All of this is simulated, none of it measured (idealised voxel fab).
process module | voxel transistor to metal
The cross-section shown here is cut; it is 285 nm wide and divided into square cells measuring 5 nm on a side.
Cross-section format: a grid of square cells, given as bands from top to bottom; each band is one or more rows of cells. Band: top height; bottom height; in nm. Then, left to right: material with width in nm, for each material. "all across": a single material spanning edge to edge. "empty": empty space. Zero point of the height axis is 0; under it, received wafer = one material. Lowest band: continues down indefinitely, "0 and below". It should be noted that a width expressed as "30->40" varies in equal increments from row to row of cells within the band, taking the value of the first number at the top row and that of the second number at the bottom row. When a step is marked "stayed the same", none of the cells in the cross-section changed during that step. The label "Encapsulated voids" introduces a list of the empty spaces, 8 cells or larger, that have no open way up to the top; each entry in it reads width x height at distance, where the distance is taken from the left edge and all three are stated in nm. Note: text after step settings on the step line = simulator remark on that step. You can add "overlay nm" to a step's line. For a step with a mask, it describes how far the mask lay to the right of its planned position, and a negative number describes a lay to the left.

**These are the steps we planned for the process**
- 1: RECEIVE with material Si
- 2: CONFORMAL_DEP with material SiO2, thk nm 5
- 3: CONFORMAL_DEP with material SiN, thk nm 10
- 4: DIRECTIONAL_DEP with material aC, thk nm 10
- 5: PATTERN with tone cover, mask id ACTIVE, material resist, width nm 100, pitch nm 130, thk nm 25, overlay nm 0
- 6: DIRECTIONAL_ETCH with etch materials aC, depth nm 10
- 7: STRIP with etch materials resist
- 8: DIRECTIONAL_ETCH with etch materials SiN, depth nm 10
- 9: DIRECTIONAL_ETCH with etch materials SiO2, depth nm 5
- 10: DIRECTIONAL_ETCH with etch materials Si, depth nm 35
- 11: STRIP with etch materials aC
- 12: FILL_DEP with material SiO2, thk nm 15
- 13: CMP with height nm 15
- 14: SELECTIVE_ETCH with etch materials SiO2, depth nm 10
- 15: STRIP with etch materials SiN
- 16: SELECTIVE_ETCH with etch materials SiO2, depth nm 5
- 17: OXIDIZE with depth nm 5
- 18: DIRECTIONAL_DEP with material polySi, thk nm 20
- 19: DIRECTIONAL_DEP with material SiCN, thk nm 15
- 20: DIRECTIONAL_DEP with material aC, thk nm 10
- 21: PATTERN with tone cover, mask id GATE, material resist, width nm 20, pitch nm 130, thk nm 25, overlay nm 0
- 22: DIRECTIONAL_ETCH with etch materials aC, depth nm 10
- 23: STRIP with etch materials resist
- 24: DIRECTIONAL_ETCH with etch materials SiCN, depth nm 25
- 25: DIRECTIONAL_ETCH with etch materials polySi, depth nm 30
- 26: STRIP with etch materials aC
- 27: CONFORMAL_DEP with material SiO2, thk nm 5
- 28: DIRECTIONAL_ETCH with etch materials SiO2, depth nm 5
- 29: CONFORMAL_DEP with material SiN, thk nm 10
- 30: DIRECTIONAL_ETCH with etch materials SiN, depth nm 10
- 31: DIRECTIONAL_ETCH with etch materials SiO2, depth nm 5
- 32: DIRECTIONAL_ETCH with etch materials Si, depth nm 15
- 33: EPI with material nSi, thk nm 20
- 34: FILL_DEP with material SiO2, thk nm 10
- 35: CMP with height nm 35
- 36: DIRECTIONAL_DEP with material SiO2, thk nm 15
- 37: PATTERN with tone open, mask id CONTACT, material resist, width nm 15, thk nm 20, overlay nm 0
- 38: DIRECTIONAL_ETCH with etch materials SiO2, depth nm 35
- 39: STRIP with etch materials resist
- 40: CONFORMAL_DEP with material TiN, thk nm 5
- 41: FILL_DEP with material Ru, thk nm 5
- 42: CMP with height nm 50
- 43: DIRECTIONAL_DEP with material TiN, thk nm 5
- 44: DIRECTIONAL_DEP with material Ru, thk nm 25
- 45: MASKED_ETCH with tone cover, mask id METAL_1, width nm 15, etch materials Ru, depth nm 25, overlay nm 0
- 46: MASKED_ETCH with tone cover, mask id METAL_1, width nm 15, etch materials TiN, depth nm 5, overlay nm 0
- 47: CONFORMAL_DEP with material SiN, thk nm 5
- 48: FILL_DEP with material lowk, thk nm 10
- 49: CMP with height nm 80
- 50: CONFORMAL_DEP with material SiCN, thk nm 5

**The cross-section here shows the wafer as received, i.e. in its state after step 1**
> 0 and below  Si all across
> Encapsulated voids: none

**Below is the wafer in cross-section after the module was completed. It began from the starting point shown above and followed the plan shown above, except that one mistake was made while running it**
> 85 down to 80  SiCN all across
> 80 down to 55  lowk 25  SiN 5  Ru 15  SiN 5  lowk 50  SiN 5  Ru 15  SiN 5  lowk 30  SiN 5  Ru 15  SiN 5  lowk 50  SiN 5  Ru 15  SiN 5  lowk 30
> 55 down to 50  SiN 30  TiN 15  SiN 60  TiN 15  SiN 40  TiN 15  SiN 60  TiN 15  SiN 35
> 50 down to 35  SiO2 30  TiN 5  Ru 5  TiN 5  SiO2 60  TiN 5  Ru 5  TiN 5  SiO2 40  TiN 5  Ru 5  TiN 5  SiO2 60  TiN 5  Ru 5  TiN 5  SiO2 35
> 35 down to 20  SiO2 30  TiN 5  Ru 5  TiN 5  SiO2 5  SiN 10  SiO2 5  SiCN 20  SiO2 5  SiN 10  SiO2 5  TiN 5  Ru 5  TiN 5  SiO2 40  TiN 5  Ru 5  TiN 5  SiO2 5  SiN 10  SiO2 5  SiCN 20  SiO2 5  SiN 10  SiO2 5  TiN 5  Ru 5  TiN 5  SiO2 35
> 20 down to 15  SiO2 30  TiN 15  SiO2 5  SiN 10  SiO2 5  polySi 20  SiO2 5  SiN 10  SiO2 5  TiN 15  SiO2 40  TiN 15  SiO2 5  SiN 10  SiO2 5  polySi 20  SiO2 5  SiN 10  SiO2 5  TiN 15  SiO2 35
> 15 down to 0  SiO2 30  nSi 20  SiN 10  SiO2 5  polySi 20  SiO2 5  SiN 10  nSi 20  SiO2 40  nSi 20  SiN 10  SiO2 5  polySi 20  SiO2 5  SiN 10  nSi 20  SiO2 35
> 0 down to -5  SiO2 15  nSi 35  SiO2 50  nSi 35  SiO2 10  nSi 35  SiO2 50  nSi 35  SiO2 20
> -5 down to -20  SiO2 20  nSi 30  Si 50  nSi 30  SiO2 20  nSi 30  Si 50  nSi 30  SiO2 25
> -20 down to -35  SiO2 20  Si 110  SiO2 20  Si 110  SiO2 25
> -35 and below  Si all across
> Encapsulated voids: none
what went wrong: step 5 was processed under conditions differing from the plan, specifically as PATTERN with tone cover, mask id ACTIVE, material resist, width nm 110, pitch nm 130, thk nm 25, overlay nm 0
